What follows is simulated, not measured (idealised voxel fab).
process module | voxel double patterning
cross-section cut | 185 nm wide | cells 5 nm
A cross-section is a grid of square cells, given in bands from the top down. A band is one or more rows of cells.
Each band's line starts with the height of the band's top and of its bottom, in nm. Then come its materials from left to right, each with its width in nm. One material with "throughout" fills the band from edge to edge. "air" is empty space.
Height 0 is the level under which the wafer as received is all one material. The lowest band goes on downwards, as in "0 down".
A width such as "30 to 40" changes by the same amount from each row of cells to the next, from the band's top row to its bottom row.
"no change" after a step means that no cell of the cross-section changed.
closed voids: empty space of 8 cells or more with no open way to the top, each as width x height at its distance from the left edge, in nm
after a step's settings: what the simulator itself notes on the step
overlay nm, on a step with a mask: how far to the right of its planned place the mask lay; to the left if negative
plan
1 op RECEIVE | material Si
2 op CONFORMAL_DEP | material SiO2 | thk nm 5
3 op DIRECTIONAL_DEP | material TiN | thk nm 15
4 op DIRECTIONAL_DEP | material SiN | thk nm 10
5 op DIRECTIONAL_DEP | material aC | thk nm 15
6 op PATTERN | tone open | mask id FIRST | material resist | width nm 15 | pitch nm 50 | thk nm 30 | overlay nm 0
7 op DIRECTIONAL_ETCH | etch materials aC | depth nm 15
8 op STRIP | etch materials resist
9 op DIRECTIONAL_ETCH | etch materials SiN | depth nm 10
10 op STRIP | etch materials aC
11 op PATTERN | tone open | mask id SECOND | material resist | width nm 15 | pitch nm 50 | thk nm 20 | overlay nm 0
12 op DIRECTIONAL_ETCH | etch materials SiN | depth nm 10
13 op STRIP | etch materials resist
14 op DIRECTIONAL_ETCH | etch materials TiN | depth nm 15
15 op STRIP | etch materials SiN
as received, after step 1
  0 down: Si throughout
  closed voids: none
first wafer at the end, as planned
  20 to 5: TiN 35 | air 15 | TiN 10 | air 15 | TiN 10 | air 15 | TiN 10 | air 15 | TiN 10 | air 15 | TiN 35
  5 to 0: SiO2 throughout
  0 down: Si throughout
  closed voids: none
second wafer at the end: like start, like plan, one mistake
  15 to 0: TiN 35 | air 15 | TiN 10 | air 15 | TiN 10 | air 15 | TiN 10 | air 15 | TiN 10 | air 15 | TiN 35
  0 down: Si throughout
  closed voids: none
what went wrong: step 2 was left out
at the end the second wafer has, in cells: 37 fewer of SiO2
